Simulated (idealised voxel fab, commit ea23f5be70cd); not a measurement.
process module | voxel capacitor over wiring
cross-section cut | 215 nm wide | cells 5 nm
A cross-section is a grid of square cells, given in bands from the top down. A band is one or more rows of cells.
Each band's line starts with the height of the band's top and of its bottom, in nm. Then come its materials from left to right, each with its width in nm. One material with "throughout" fills the band from edge to edge. "air" is empty space.
Height 0 is the level under which the wafer as received is all one material. The lowest band goes on downwards, as in "0 down".
A width such as "30 to 40" changes by the same amount from each row of cells to the next, from the band's top row to its bottom row.
"no change" after a step means that no cell of the cross-section changed.
closed voids: empty space of 8 cells or more with no open way to the top, each as width x height at its distance from the left edge, in nm
after a step's settings: what the simulator itself notes on the step
overlay nm, on a step with a mask: how far to the right of its planned place the mask lay; to the left if negative
plan
1 op RECEIVE | material Si
2 op CONFORMAL_DEP | material SiO2 | thk nm 15
3 op CONFORMAL_DEP | material SiN | thk nm 5
4 op DIRECTIONAL_DEP | material SiO2 | thk nm 25
5 op PATTERN | tone open | mask id METAL_1 | material resist | width nm 25 | pitch nm 80 | thk nm 15 | overlay nm 0
6 op DIRECTIONAL_ETCH | etch materials SiO2 | depth nm 25
7 op DIRECTIONAL_ETCH | etch materials SiN | depth nm 5
8 op STRIP | etch materials resist
9 op CONFORMAL_DEP | material TiN | thk nm 5
10 op FILL_DEP | material W | thk nm 10
11 op CMP | height nm 45
12 op EPI | material Ru | thk nm 5
13 op FILL_DEP | material SiCN | thk nm 5
14 op DIRECTIONAL_DEP | material lowk | thk nm 15
15 op PATTERN | tone open | mask id PLUG_1 | material resist | width nm 15 | thk nm 15 | overlay nm 0
16 op DIRECTIONAL_ETCH | etch materials lowk | depth nm 15
17 op DIRECTIONAL_ETCH | etch materials SiCN | depth nm 5
18 op STRIP | etch materials resist
19 op EPI | material Ru | thk nm 10
20 op EPI | material Ru | thk nm 10
21 op DIRECTIONAL_DEP | material TiN | thk nm 5
22 op DIRECTIONAL_DEP | material HfO2 | thk nm 5
23 op DIRECTIONAL_DEP | material TiN | thk nm 5
24 op PATTERN | tone cover | mask id UPPER_PLATE | material resist | width nm 60 | thk nm 20 | overlay nm 0
25 op DIRECTIONAL_ETCH | etch materials TiN | depth nm 5
26 op DIRECTIONAL_ETCH | etch materials HfO2 | depth nm 5
27 op STRIP | etch materials resist
28 op PATTERN | tone cover | mask id LOWER_PLATE | material resist | width nm 70 | thk nm 20 | overlay nm 0
29 op DIRECTIONAL_ETCH | etch materials TiN | depth nm 5
30 op STRIP | etch materials resist
31 op FILL_DEP | material SiO2 | thk nm 20
32 op CMP | height nm 100
33 op MASKED_ETCH | tone open | mask id PLUG_2 | width nm 15 | etch materials SiO2 | depth nm 15 | overlay nm 0
34 op CONFORMAL_DEP | material TiN | thk nm 5
35 op FILL_DEP | material Ru | thk nm 10
36 op CMP | height nm 100
37 op CONFORMAL_DEP | material SiCN | thk nm 5
first wafer, as planned
as received, after step 1
  0 down: Si throughout
  closed voids: none
after step 2
  15 to 0: SiO2 throughout
  below 0: unchanged
after step 3
  20 to 15: SiN throughout
  below 15: unchanged
after step 4
  45 to 20: SiO2 throughout
  below 20: unchanged
after step 5
  60 to 45: resist 55 | air 25 | resist 55 | air 25 | resist 55
  below 45: unchanged
after step 6
  60 to 45: resist 55 | air 25 | resist 55 | air 25 | resist 55
  45 to 20: SiO2 55 | air 25 | SiO2 55 | air 25 | SiO2 55
  below 20: unchanged
after step 7
  60 to 45: resist 55 | air 25 | resist 55 | air 25 | resist 55
  45 to 20: SiO2 55 | air 25 | SiO2 55 | air 25 | SiO2 55
  20 to 15: SiN 55 | air 25 | SiN 55 | air 25 | SiN 55
  below 15: unchanged
after step 8
  45 to 20: SiO2 55 | air 25 | SiO2 55 | air 25 | SiO2 55
  below 20: unchanged
after step 9
  50 to 45: TiN 60 | air 15 | TiN 65 | air 15 | TiN 60
  45 to 20: SiO2 55 | TiN 5 | air 15 | TiN 5 | SiO2 55 | TiN 5 | air 15 | TiN 5 | SiO2 55
  20 to 15: SiN 55 | TiN 25 | SiN 55 | TiN 25 | SiN 55
  below 15: unchanged
after step 10
  60 to 50: W throughout
  50 to 45: TiN 60 | W 15 | TiN 65 | W 15 | TiN 60
  45 to 20: SiO2 55 | TiN 5 | W 15 | TiN 5 | SiO2 55 | TiN 5 | W 15 | TiN 5 | SiO2 55
  below 20: unchanged
after step 11
  45 to 20: SiO2 55 | TiN 5 | W 15 | TiN 5 | SiO2 55 | TiN 5 | W 15 | TiN 5 | SiO2 55
  below 20: unchanged
after step 12
  50 to 45: air 50 | Ru 35 | air 45 | Ru 35 | air 50
  below 45: unchanged
after step 13
  55 to 50: SiCN throughout
  50 to 45: SiCN 50 | Ru 35 | SiCN 45 | Ru 35 | SiCN 50
  below 45: unchanged
after step 14
  70 to 55: lowk throughout
  below 55: unchanged
after step 15
  85 to 70: resist 65 | air 15 | resist 135
  below 70: unchanged
after step 16
  85 to 70: resist 65 | air 15 | resist 135
  70 to 55: lowk 65 | air 15 | lowk 135
  below 55: unchanged
after step 17
  85 to 70: resist 65 | air 15 | resist 135
  70 to 55: lowk 65 | air 15 | lowk 135
  55 to 50: SiCN 65 | air 15 | SiCN 135
  below 50: unchanged
after step 18
  70 to 55: lowk 65 | air 15 | lowk 135
  below 55: unchanged
after step 19
  70 to 60: lowk 65 | air 15 | lowk 135
  60 to 55: lowk 65 | Ru 15 | lowk 135
  55 to 50: SiCN 65 | Ru 15 | SiCN 135
  below 50: unchanged
after step 20
  70 to 55: lowk 65 | Ru 15 | lowk 135
  below 55: unchanged
after step 21
  75 to 70: TiN throughout
  below 70: unchanged
after step 22
  80 to 75: HfO2 throughout
  below 75: unchanged
after step 23
  85 to 80: TiN throughout
  below 80: unchanged
after step 24
  105 to 85: air 65 | resist 60 | air 90
  below 85: unchanged
after step 25
  105 to 85: air 65 | resist 60 | air 90
  85 to 80: air 65 | TiN 60 | air 90
  below 80: unchanged
after step 26
  105 to 85: air 65 | resist 60 | air 90
  85 to 80: air 65 | TiN 60 | air 90
  80 to 75: air 65 | HfO2 60 | air 90
  below 75: unchanged
after step 27
  85 to 80: air 65 | TiN 60 | air 90
  below 80: unchanged
after step 28
  105 to 85: air 60 | resist 70 | air 85
  85 to 80: air 60 | resist 5 | TiN 60 | resist 5 | air 85
  80 to 75: air 60 | resist 5 | HfO2 60 | resist 5 | air 85
  below 75: unchanged
after step 29
  105 to 85: air 60 | resist 70 | air 85
  85 to 80: air 60 | resist 5 | TiN 60 | resist 5 | air 85
  80 to 75: air 60 | resist 5 | HfO2 60 | resist 5 | air 85
  75 to 70: air 60 | TiN 70 | air 85
  below 70: unchanged
after step 30
  85 to 80: air 65 | TiN 60 | air 90
  80 to 75: air 65 | HfO2 60 | air 90
  below 75: unchanged
after step 31
  105 to 85: SiO2 throughout
  85 to 80: SiO2 65 | TiN 60 | SiO2 90
  80 to 75: SiO2 65 | HfO2 60 | SiO2 90
  75 to 70: SiO2 60 | TiN 70 | SiO2 85
  below 70: unchanged
after step 32
  100 to 85: SiO2 throughout
  below 85: unchanged
after step 33
  100 to 85: SiO2 75 | air 15 | SiO2 125
  below 85: unchanged
after step 34
  105 to 100: TiN 80 | air 5 | TiN 130
  100 to 90: SiO2 75 | TiN 5 | air 5 | TiN 5 | SiO2 125
  90 to 80: SiO2 75 to 65 | TiN 15 to 60 | SiO2 125 to 90
  below 80: unchanged
after step 35
  115 to 105: Ru throughout
  105 to 100: TiN 80 | Ru 5 | TiN 130
  100 to 90: SiO2 75 | TiN 5 | Ru 5 | TiN 5 | SiO2 125
  below 90: unchanged
after step 36
  100 to 90: SiO2 75 | TiN 5 | Ru 5 | TiN 5 | SiO2 125
  below 90: unchanged
after step 37
  105 to 100: SiCN throughout
  below 100: unchanged
second wafer: like start, like plan, one mistake. Through step 18 it matches the first wafer
when step 20 should have ended
  80 to 70: air 55 | Ru 35 | air 125
  70 to 55: lowk 65 | Ru 15 | lowk 135
  55 to 50: SiCN 65 | Ru 15 | SiCN 135
  below 50: unchanged
when step 21 should have ended
  85 to 80: air 55 | TiN 35 | air 125
  80 to 75: air 55 | Ru 35 | air 125
  75 to 70: TiN 55 | Ru 35 | TiN 125
  below 70: unchanged
when step 22 should have ended
  90 to 85: air 55 | HfO2 35 | air 125
  85 to 80: air 55 | TiN 35 | air 125
  80 to 75: HfO2 55 | Ru 35 | HfO2 125
  below 75: unchanged
when step 23 should have ended
  95 to 90: air 55 | TiN 35 | air 125
  90 to 85: air 55 | HfO2 35 | air 125
  85 to 80: TiN throughout
  below 80: unchanged
when step 24 should have ended
  115 to 95: air 65 | resist 60 | air 90
  95 to 90: air 55 | TiN 35 | resist 35 | air 90
  90 to 85: air 55 | HfO2 35 | resist 35 | air 90
  below 85: unchanged
when step 25 should have ended
  115 to 95: air 65 | resist 60 | air 90
  95 to 90: air 65 | TiN 25 | resist 35 | air 90
  90 to 85: air 55 | HfO2 35 | resist 35 | air 90
  85 to 80: air 55 | TiN 70 | air 90
  below 80: unchanged
when step 26 should have ended
  115 to 95: air 65 | resist 60 | air 90
  95 to 90: air 65 | TiN 25 | resist 35 | air 90
  90 to 85: air 65 | HfO2 25 | resist 35 | air 90
  85 to 80: air 55 | TiN 70 | air 90
  80 to 75: air 55 | Ru 35 | HfO2 35 | air 90
  below 75: unchanged
when step 27 should have ended
  95 to 90: air 65 | TiN 25 | air 125
  90 to 85: air 65 | HfO2 25 | air 125
  below 85: unchanged
when step 28 should have ended
  115 to 95: air 60 | resist 70 | air 85
  95 to 90: air 60 | resist 5 | TiN 25 | resist 40 | air 85
  90 to 85: air 60 | resist 5 | HfO2 25 | resist 40 | air 85
  85 to 80: air 55 | TiN 70 | resist 5 | air 85
  80 to 75: air 55 | Ru 35 | HfO2 35 | resist 5 | air 85
  below 75: unchanged
when step 29 should have ended
  115 to 95: air 60 | resist 70 | air 85
  95 to 90: air 60 | resist 5 | TiN 25 | resist 40 | air 85
  90 to 85: air 60 | resist 5 | HfO2 25 | resist 40 | air 85
  85 to 80: air 60 | TiN 65 | resist 5 | air 85
  80 to 75: air 55 | Ru 35 | HfO2 35 | resist 5 | air 85
  75 to 70: air 55 | Ru 35 | TiN 40 | air 85
  below 70: unchanged
when step 30 should have ended
  95 to 90: air 65 | TiN 25 | air 125
  90 to 85: air 65 | HfO2 25 | air 125
  85 to 80: air 60 | TiN 65 | air 90
  80 to 75: air 55 | Ru 35 | HfO2 35 | air 90
  below 75: unchanged
when step 31 should have ended
  115 to 95: SiO2 throughout
  95 to 90: SiO2 65 | TiN 25 | SiO2 125
  90 to 85: SiO2 65 | HfO2 25 | SiO2 125
  85 to 80: SiO2 60 | TiN 65 | SiO2 90
  80 to 75: SiO2 55 | Ru 35 | HfO2 35 | SiO2 90
  75 to 70: SiO2 55 | Ru 35 | TiN 40 | SiO2 85
  below 70: unchanged
when step 32 should have ended
  100 to 95: SiO2 throughout
  below 95: unchanged
when step 33 should have ended
  100 to 95: SiO2 75 | air 15 | SiO2 125
  below 95: unchanged
when step 34 should have ended
  105 to 100: TiN 80 | air 5 | TiN 130
  100 to 90: SiO2 75 to 65 | TiN 15 to 25 | SiO2 125
  below 90: unchanged
when step 35 should have ended
  115 to 105: Ru throughout
  105 to 100: TiN 80 | Ru 5 | TiN 130
  below 100: unchanged
when step 36 should have ended
  100 to 90: SiO2 75 to 65 | TiN 15 to 25 | SiO2 125
  below 90: unchanged
when step 37 should have ended
  105 to 100: SiCN throughout
  below 100: unchanged
what went wrong: one of the steps 19 and 20, which are alike, was run twice
at the end the second wafer has, in cells: 12 more of Ru | 8 fewer of SiO2 | 4 fewer of TiN
